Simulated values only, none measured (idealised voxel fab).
process module | voxel capacitor over wiring
cross-section cut | 255 nm wide | cells 5 nm
A cross-section is a grid of square cells, given in bands from the top down. A band is one or more rows of cells.
Each band's line starts with the height of the band's top and of its bottom, in nm. Then come its materials from left to right, each with its width in nm. One material with "throughout" fills the band from edge to edge. "air" is empty space.
Height 0 is the level under which the wafer as received is all one material. The lowest band goes on downwards, as in "0 down".
A width such as "30 to 40" changes by the same amount from each row of cells to the next, from the band's top row to its bottom row.
"no change" after a step means that no cell of the cross-section changed.
closed voids: empty space of 8 cells or more with no open way to the top, each as width x height at its distance from the left edge, in nm
after a step's settings: what the simulator itself notes on the step
overlay nm, on a step with a mask: how far to the right of its planned place the mask lay; to the left if negative
plan
1 op RECEIVE | material Si
2 op CONFORMAL_DEP | material SiO2 | thk nm 15
3 op CONFORMAL_DEP | material SiN | thk nm 5
4 op DIRECTIONAL_DEP | material lowk | thk nm 25
5 op DIRECTIONAL_DEP | material aC | thk nm 10
6 op PATTERN | tone open | mask id METAL_1 | material resist | width nm 25 | pitch nm 95 | thk nm 25 | overlay nm 0
7 op DIRECTIONAL_ETCH | etch materials aC | depth nm 10
8 op STRIP | etch materials resist
9 op DIRECTIONAL_ETCH | etch materials lowk | depth nm 25
10 op DIRECTIONAL_ETCH | etch materials SiN | depth nm 5
11 op STRIP | etch materials aC
12 op CONFORMAL_DEP | material TiN | thk nm 5
13 op FILL_DEP | material Cu | thk nm 10
14 op CMP | height nm 45
15 op CONFORMAL_DEP | material SiCN | thk nm 5
16 op DIRECTIONAL_DEP | material SiO2 | thk nm 10
17 op PATTERN | tone open | mask id PLUG_1 | material resist | width nm 15 | thk nm 15 | overlay nm 0
18 op DIRECTIONAL_ETCH | etch materials SiO2 | depth nm 10
19 op DIRECTIONAL_ETCH | etch materials SiCN | depth nm 5
20 op STRIP | etch materials resist
21 op CONFORMAL_DEP | material TiN | thk nm 5
22 op FILL_DEP | material W | thk nm 10
23 op CMP | height nm 60
24 op DIRECTIONAL_DEP | material TiN | thk nm 10
25 op DIRECTIONAL_DEP | material SiN | thk nm 5
26 op DIRECTIONAL_DEP | material TiN | thk nm 10
27 op DIRECTIONAL_DEP | material aC | thk nm 10
28 op PATTERN | tone cover | mask id UPPER_PLATE | material resist | width nm 75 | thk nm 25 | overlay nm 0
29 op DIRECTIONAL_ETCH | etch materials aC | depth nm 10
30 op STRIP | etch materials resist
31 op DIRECTIONAL_ETCH | etch materials TiN | depth nm 10
32 op DIRECTIONAL_ETCH | etch materials SiN | depth nm 5
33 op STRIP | etch materials aC
34 op DIRECTIONAL_DEP | material aC | thk nm 15
35 op PATTERN | tone cover | mask id LOWER_PLATE | material resist | width nm 85 | thk nm 30 | overlay nm 0
36 op DIRECTIONAL_ETCH | etch materials aC | depth nm 15
37 op STRIP | etch materials resist
38 op DIRECTIONAL_ETCH | etch materials TiN | depth nm 10
39 op STRIP | etch materials aC
40 op FILL_DEP | material SiO2 | thk nm 15
41 op CMP | height nm 95
42 op DIRECTIONAL_DEP | material aC | thk nm 10
43 op PATTERN | tone open | mask id PLUG_2 | material resist | width nm 15 | thk nm 25 | overlay nm 0
44 op DIRECTIONAL_ETCH | etch materials aC | depth nm 10
45 op STRIP | etch materials resist
46 op DIRECTIONAL_ETCH | etch materials SiO2 | depth nm 10
47 op STRIP | etch materials aC
48 op CONFORMAL_DEP | material TiN | thk nm 5
49 op FILL_DEP | material Cu | thk nm 5
50 op CMP | height nm 95
51 op CONFORMAL_DEP | material SiN | thk nm 5
first wafer, as planned
as received, after step 1
  0 down: Si throughout
  closed voids: none
after step 2
  15 to 0: SiO2 throughout
  below 0: unchanged
after step 3
  20 to 15: SiN throughout
  below 15: unchanged
after step 4
  45 to 20: lowk throughout
  below 20: unchanged
after step 5
  55 to 45: aC throughout
  below 45: unchanged
after step 6
  80 to 55: resist 65 | air 25 | resist 70 | air 25 | resist 70
  below 55: unchanged
after step 7
  70 to 55: resist 65 | air 25 | resist 70 | air 25 | resist 70
  55 to 45: aC 65 | air 25 | aC 70 | air 25 | aC 70
  below 45: unchanged
after step 8
  55 to 45: aC 65 | air 25 | aC 70 | air 25 | aC 70
  below 45: unchanged
after step 9
  55 to 45: aC 65 | air 25 | aC 70 | air 25 | aC 70
  45 to 20: lowk 65 | air 25 | lowk 70 | air 25 | lowk 70
  below 20: unchanged
after step 10
  55 to 45: aC 65 | air 25 | aC 70 | air 25 | aC 70
  45 to 20: lowk 65 | air 25 | lowk 70 | air 25 | lowk 70
  20 to 15: SiN 65 | air 25 | SiN 70 | air 25 | SiN 70
  below 15: unchanged
after step 11
  45 to 20: lowk 65 | air 25 | lowk 70 | air 25 | lowk 70
  below 20: unchanged
after step 12
  50 to 45: TiN 70 | air 15 | TiN 80 | air 15 | TiN 75
  45 to 20: lowk 65 | TiN 5 | air 15 | TiN 5 | lowk 70 | TiN 5 | air 15 | TiN 5 | lowk 70
  20 to 15: SiN 65 | TiN 25 | SiN 70 | TiN 25 | SiN 70
  below 15: unchanged
after step 13
  60 to 50: Cu throughout
  50 to 45: TiN 70 | Cu 15 | TiN 80 | Cu 15 | TiN 75
  45 to 20: lowk 65 | TiN 5 | Cu 15 | TiN 5 | lowk 70 | TiN 5 | Cu 15 | TiN 5 | lowk 70
  below 20: unchanged
after step 14
  45 to 20: lowk 65 | TiN 5 | Cu 15 | TiN 5 | lowk 70 | TiN 5 | Cu 15 | TiN 5 | lowk 70
  below 20: unchanged
after step 15
  50 to 45: SiCN throughout
  below 45: unchanged
after step 16
  60 to 50: SiO2 throughout
  below 50: unchanged
after step 17
  75 to 60: resist 75 | air 15 | resist 165
  below 60: unchanged
after step 18
  75 to 60: resist 75 | air 15 | resist 165
  60 to 50: SiO2 75 | air 15 | SiO2 165
  below 50: unchanged
after step 19
  75 to 60: resist 75 | air 15 | resist 165
  60 to 50: SiO2 75 | air 15 | SiO2 165
  50 to 45: SiCN 75 | air 15 | SiCN 165
  below 45: unchanged
after step 20
  60 to 50: SiO2 75 | air 15 | SiO2 165
  below 50: unchanged
after step 21
  65 to 60: TiN 80 | air 5 | TiN 170
  60 to 50: SiO2 75 | TiN 5 | air 5 | TiN 5 | SiO2 165
  50 to 45: SiCN 75 | TiN 15 | SiCN 165
  below 45: unchanged
after step 22
  75 to 65: W throughout
  65 to 60: TiN 80 | W 5 | TiN 170
  60 to 50: SiO2 75 | TiN 5 | W 5 | TiN 5 | SiO2 165
  below 50: unchanged
after step 23
  60 to 50: SiO2 75 | TiN 5 | W 5 | TiN 5 | SiO2 165
  below 50: unchanged
after step 24
  70 to 60: TiN throughout
  below 60: unchanged
after step 25
  75 to 70: SiN throughout
  below 70: unchanged
after step 26
  85 to 75: TiN throughout
  below 75: unchanged
after step 27
  95 to 85: aC throughout
  below 85: unchanged
after step 28
  120 to 95: air 75 | resist 75 | air 105
  below 95: unchanged
after step 29
  110 to 95: air 75 | resist 75 | air 105
  95 to 85: air 75 | aC 75 | air 105
  below 85: unchanged
after step 30
  95 to 85: air 75 | aC 75 | air 105
  below 85: unchanged
after step 31
  95 to 85: air 75 | aC 75 | air 105
  85 to 75: air 75 | TiN 75 | air 105
  below 75: unchanged
after step 32
  95 to 85: air 75 | aC 75 | air 105
  85 to 75: air 75 | TiN 75 | air 105
  75 to 70: air 75 | SiN 75 | air 105
  below 70: unchanged
after step 33
  85 to 75: air 75 | TiN 75 | air 105
  below 75: unchanged
after step 34
  100 to 85: air 75 | aC 75 | air 105
  85 to 75: aC 75 | TiN 75 | aC 105
  75 to 70: aC 75 | SiN 75 | aC 105
  below 70: unchanged
after step 35
  130 to 100: air 70 | resist 85 | air 100
  100 to 85: air 70 | resist 5 | aC 75 | resist 5 | air 100
  below 85: unchanged
after step 36
  115 to 100: air 70 | resist 85 | air 100
  100 to 85: air 70 | resist 5 | aC 75 | resist 5 | air 100
  85 to 75: air 70 | aC 5 | TiN 75 | aC 5 | air 100
  75 to 70: air 70 | aC 5 | SiN 75 | aC 5 | air 100
  below 70: unchanged
after step 37
  100 to 85: air 75 | aC 75 | air 105
  below 85: unchanged
after step 38
  100 to 85: air 75 | aC 75 | air 105
  85 to 75: air 70 | aC 5 | TiN 75 | aC 5 | air 100
  75 to 70: air 70 | aC 5 | SiN 75 | aC 5 | air 100
  70 to 60: air 70 | TiN 85 | air 100
  below 60: unchanged
after step 39
  85 to 75: air 75 | TiN 75 | air 105
  75 to 70: air 75 | SiN 75 | air 105
  below 70: unchanged
after step 40
  100 to 85: SiO2 throughout
  85 to 75: SiO2 75 | TiN 75 | SiO2 105
  75 to 70: SiO2 75 | SiN 75 | SiO2 105
  70 to 60: SiO2 70 | TiN 85 | SiO2 100
  below 60: unchanged
after step 41
  95 to 85: SiO2 throughout
  below 85: unchanged
after step 42
  105 to 95: aC throughout
  below 95: unchanged
after step 43
  130 to 105: resist 85 | air 15 | resist 155
  below 105: unchanged
after step 44
  120 to 105: resist 85 | air 15 | resist 155
  105 to 95: aC 85 | air 15 | aC 155
  below 95: unchanged
after step 45
  105 to 95: aC 85 | air 15 | aC 155
  below 95: unchanged
after step 46
  105 to 95: aC 85 | air 15 | aC 155
  95 to 85: SiO2 85 | air 15 | SiO2 155
  below 85: unchanged
after step 47
  95 to 85: SiO2 85 | air 15 | SiO2 155
  below 85: unchanged
after step 48
  100 to 95: TiN 90 | air 5 | TiN 160
  95 to 90: SiO2 85 | TiN 5 | air 5 | TiN 5 | SiO2 155
  90 to 85: SiO2 85 | TiN 15 | SiO2 155
  below 85: unchanged
after step 49
  105 to 100: Cu throughout
  100 to 95: TiN 90 | Cu 5 | TiN 160
  95 to 90: SiO2 85 | TiN 5 | Cu 5 | TiN 5 | SiO2 155
  below 90: unchanged
after step 50
  95 to 90: SiO2 85 | TiN 5 | Cu 5 | TiN 5 | SiO2 155
  below 90: unchanged
after step 51
  100 to 95: SiN throughout
  below 95: unchanged
second wafer: like start, like plan, one mistake. Through step 1 it matches the first wafer
when step 2 should have ended
  30 to 0: SiO2 throughout
  below 0: unchanged
when step 3 should have ended
  35 to 30: SiN throughout
  below 30: unchanged
when step 4 should have ended
  60 to 35: lowk throughout
  below 35: unchanged
when step 5 should have ended
  70 to 60: aC throughout
  below 60: unchanged
when step 6 should have ended
  95 to 70: resist 65 | air 25 | resist 70 | air 25 | resist 70
  below 70: unchanged
when step 7 should have ended
  85 to 70: resist 65 | air 25 | resist 70 | air 25 | resist 70
  70 to 60: aC 65 | air 25 | aC 70 | air 25 | aC 70
  below 60: unchanged
when step 8 should have ended
  70 to 60: aC 65 | air 25 | aC 70 | air 25 | aC 70
  below 60: unchanged
when step 9 should have ended
  70 to 60: aC 65 | air 25 | aC 70 | air 25 | aC 70
  60 to 35: lowk 65 | air 25 | lowk 70 | air 25 | lowk 70
  below 35: unchanged
when step 10 should have ended
  70 to 60: aC 65 | air 25 | aC 70 | air 25 | aC 70
  60 to 35: lowk 65 | air 25 | lowk 70 | air 25 | lowk 70
  35 to 30: SiN 65 | air 25 | SiN 70 | air 25 | SiN 70
  below 30: unchanged
when step 11 should have ended
  60 to 35: lowk 65 | air 25 | lowk 70 | air 25 | lowk 70
  below 35: unchanged
when step 12 should have ended
  65 to 60: TiN 70 | air 15 | TiN 80 | air 15 | TiN 75
  60 to 35: lowk 65 | TiN 5 | air 15 | TiN 5 | lowk 70 | TiN 5 | air 15 | TiN 5 | lowk 70
  35 to 30: SiN 65 | TiN 25 | SiN 70 | TiN 25 | SiN 70
  below 30: unchanged
when step 13 should have ended
  75 to 65: Cu throughout
  65 to 60: TiN 70 | Cu 15 | TiN 80 | Cu 15 | TiN 75
  60 to 35: lowk 65 | TiN 5 | Cu 15 | TiN 5 | lowk 70 | TiN 5 | Cu 15 | TiN 5 | lowk 70
  below 35: unchanged
when step 14 should have ended
  45 to 35: lowk 65 | TiN 5 | Cu 15 | TiN 5 | lowk 70 | TiN 5 | Cu 15 | TiN 5 | lowk 70
  below 35: unchanged
when step 15 should have ended
  50 to 45: SiCN throughout
  below 45: unchanged
when step 16 should have ended
  60 to 50: SiO2 throughout
  below 50: unchanged
when step 17 should have ended
  75 to 60: resist 75 | air 15 | resist 165
  below 60: unchanged
when step 18 should have ended
  75 to 60: resist 75 | air 15 | resist 165
  60 to 50: SiO2 75 | air 15 | SiO2 165
  below 50: unchanged
when step 19 should have ended
  75 to 60: resist 75 | air 15 | resist 165
  60 to 50: SiO2 75 | air 15 | SiO2 165
  50 to 45: SiCN 75 | air 15 | SiCN 165
  below 45: unchanged
when step 20 should have ended
  60 to 50: SiO2 75 | air 15 | SiO2 165
  below 50: unchanged
when step 21 should have ended
  65 to 60: TiN 80 | air 5 | TiN 170
  60 to 50: SiO2 75 | TiN 5 | air 5 | TiN 5 | SiO2 165
  50 to 45: SiCN 75 | TiN 15 | SiCN 165
  below 45: unchanged
when step 22 should have ended
  75 to 65: W throughout
  65 to 60: TiN 80 | W 5 | TiN 170
  60 to 50: SiO2 75 | TiN 5 | W 5 | TiN 5 | SiO2 165
  below 50: unchanged
when step 23 should have ended
  60 to 50: SiO2 75 | TiN 5 | W 5 | TiN 5 | SiO2 165
  below 50: unchanged
when step 24 should have ended
  70 to 60: TiN throughout
  below 60: unchanged
when step 25 should have ended
  75 to 70: SiN throughout
  below 70: unchanged
when step 26 should have ended
  85 to 75: TiN throughout
  below 75: unchanged
when step 27 should have ended
  95 to 85: aC throughout
  below 85: unchanged
when step 28 should have ended
  120 to 95: air 75 | resist 75 | air 105
  below 95: unchanged
when step 29 should have ended
  110 to 95: air 75 | resist 75 | air 105
  95 to 85: air 75 | aC 75 | air 105
  below 85: unchanged
when step 30 should have ended
  95 to 85: air 75 | aC 75 | air 105
  below 85: unchanged
when step 31 should have ended
  95 to 85: air 75 | aC 75 | air 105
  85 to 75: air 75 | TiN 75 | air 105
  below 75: unchanged
when step 32 should have ended
  95 to 85: air 75 | aC 75 | air 105
  85 to 75: air 75 | TiN 75 | air 105
  75 to 70: air 75 | SiN 75 | air 105
  below 70: unchanged
when step 33 should have ended
  85 to 75: air 75 | TiN 75 | air 105
  below 75: unchanged
when step 34 should have ended
  100 to 85: air 75 | aC 75 | air 105
  85 to 75: aC 75 | TiN 75 | aC 105
  75 to 70: aC 75 | SiN 75 | aC 105
  below 70: unchanged
when step 35 should have ended
  130 to 100: air 70 | resist 85 | air 100
  100 to 85: air 70 | resist 5 | aC 75 | resist 5 | air 100
  below 85: unchanged
when step 36 should have ended
  115 to 100: air 70 | resist 85 | air 100
  100 to 85: air 70 | resist 5 | aC 75 | resist 5 | air 100
  85 to 75: air 70 | aC 5 | TiN 75 | aC 5 | air 100
  75 to 70: air 70 | aC 5 | SiN 75 | aC 5 | air 100
  below 70: unchanged
when step 37 should have ended
  100 to 85: air 75 | aC 75 | air 105
  below 85: unchanged
when step 38 should have ended
  100 to 85: air 75 | aC 75 | air 105
  85 to 75: air 70 | aC 5 | TiN 75 | aC 5 | air 100
  75 to 70: air 70 | aC 5 | SiN 75 | aC 5 | air 100
  70 to 60: air 70 | TiN 85 | air 100
  below 60: unchanged
when step 39 should have ended
  85 to 75: air 75 | TiN 75 | air 105
  75 to 70: air 75 | SiN 75 | air 105
  below 70: unchanged
when step 40 should have ended
  100 to 85: SiO2 throughout
  85 to 75: SiO2 75 | TiN 75 | SiO2 105
  75 to 70: SiO2 75 | SiN 75 | SiO2 105
  70 to 60: SiO2 70 | TiN 85 | SiO2 100
  below 60: unchanged
when step 41 should have ended
  95 to 85: SiO2 throughout
  below 85: unchanged
when step 42 should have ended
  105 to 95: aC throughout
  below 95: unchanged
when step 43 should have ended
  130 to 105: resist 85 | air 15 | resist 155
  below 105: unchanged
when step 44 should have ended
  120 to 105: resist 85 | air 15 | resist 155
  105 to 95: aC 85 | air 15 | aC 155
  below 95: unchanged
when step 45 should have ended
  105 to 95: aC 85 | air 15 | aC 155
  below 95: unchanged
when step 46 should have ended
  105 to 95: aC 85 | air 15 | aC 155
  95 to 85: SiO2 85 | air 15 | SiO2 155
  below 85: unchanged
when step 47 should have ended
  95 to 85: SiO2 85 | air 15 | SiO2 155
  below 85: unchanged
when step 48 should have ended
  100 to 95: TiN 90 | air 5 | TiN 160
  95 to 90: SiO2 85 | TiN 5 | air 5 | TiN 5 | SiO2 155
  90 to 85: SiO2 85 | TiN 15 | SiO2 155
  below 85: unchanged
when step 49 should have ended
  105 to 100: Cu throughout
  100 to 95: TiN 90 | Cu 5 | TiN 160
  95 to 90: SiO2 85 | TiN 5 | Cu 5 | TiN 5 | SiO2 155
  below 90: unchanged
when step 50 should have ended
  95 to 90: SiO2 85 | TiN 5 | Cu 5 | TiN 5 | SiO2 155
  below 90: unchanged
when step 51 should have ended
  100 to 95: SiN throughout
  below 95: unchanged
what went wrong: step 2 was run twice
at the end the second wafer has, in cells: 18 fewer of Cu | 153 more of SiO2 | 12 fewer of TiN | 123 fewer of lowk
